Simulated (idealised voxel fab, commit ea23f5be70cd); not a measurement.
Name of the process module below: voxel plated lines
Cross-sectional view cut (width: 260 nm; square cell size: 5 nm).
Reading order for cross-sections: top band down to bottom band. Underlying form: a grid of square cells. Band size: one or more rows of cells. Band entry format. Leading values: height of top, height of bottom, nm. Remainder: materials in left-to-right order, each with its width in nm. Special words: "everywhere" on a single material, which then fills the band edge to edge; "blank", empty space. It should be noted that heights are counted from 0, beneath which the wafer as supplied is of one material throughout, and that the lowest band possesses no lower boundary but continues downward, as written in "0 -> down". The width entry "30->40" should be interpreted row by row: the top row of cells in the band takes the first number, the bottom row takes the second number, and the change between adjacent rows is uniform throughout. When a step is marked "remained unchanged", none of the cells in the cross-section changed during that step. Look at "Closed voids list" for the closed voids: empty spaces with no open path to the top, sized 8 cells or up. Each is width x height at distance, distance from the left edge, all nm. What comes after the settings on a step's line is commentary from the simulator itself on that step. When a step includes a mask, the "overlay nm" setting on its line states how far to the right of its planned place that mask lay, and negative values state how far to the left.

[Process steps foreseen in the plan]
| 1 | RECEIVE, material Si |
| 2 | CONFORMAL_DEP, material SiN, thk nm 15 |
| 3 | DIRECTIONAL_DEP, material TiN, thk nm 5 |
| 4 | PATTERN, tone open, mask id LINES, material resist, width nm 15, pitch nm 30, thk nm 15, overlay nm 0 |
| 5 | EPI, material Ru, thk nm 10 |
| 6 | STRIP, etch materials resist |
| 7 | DIRECTIONAL_ETCH, etch materials TiN, depth nm 5 |
| 8 | CONFORMAL_DEP, material SiCN, thk nm 10 |

[Received-state cross-section, reflecting completion of step 1]
	0 -> down = Si everywhere
	Closed voids list: none

[Cross-section taken at module completion on the first of two wafers; processed per the plan]
	40 -> 30 = blank=80, then SiCN=95, then blank=85
	30 -> 25 = blank=80, then SiCN=10, then Ru=15, then SiCN=15, then Ru=15, then SiCN=15, then Ru=15, then SiCN=10, then blank=85
	25 -> 20 = SiCN=90, then Ru=15, then SiCN=15, then Ru=15, then SiCN=15, then Ru=15, then SiCN=95
	20 -> 15 = SiCN=90, then TiN=15, then SiCN=15, then TiN=15, then SiCN=15, then TiN=15, then SiCN=95
	15 -> 0 = SiN everywhere
	0 -> down = Si everywhere
	Closed voids list: none

[Cross-section of the latter of the two wafers at module completion. It had an identical start and an identical plan to the former; in running it, one mistake was made]
	55 -> 45 = blank=80, then SiCN=95, then blank=85
	45 -> 40 = blank=80, then SiCN=10, then Ru=15, then SiCN=15, then Ru=15, then SiCN=15, then Ru=15, then SiCN=10, then blank=85
	40 -> 35 = SiCN=90, then Ru=15, then SiCN=15, then Ru=15, then SiCN=15, then Ru=15, then SiCN=95
	35 -> 30 = SiCN=90, then TiN=15, then SiCN=15, then TiN=15, then SiCN=15, then TiN=15, then SiCN=95
	30 -> 0 = SiN everywhere
	0 -> down = Si everywhere
	Closed voids list: none
It is concluded that the wafer was processed incorrectly with respect to the plan, in that step 2 of the plan saw execution twice
Looking at both finished wafers in cells, the second ends up ahead of or behind the first on some materials: 156 more of SiN
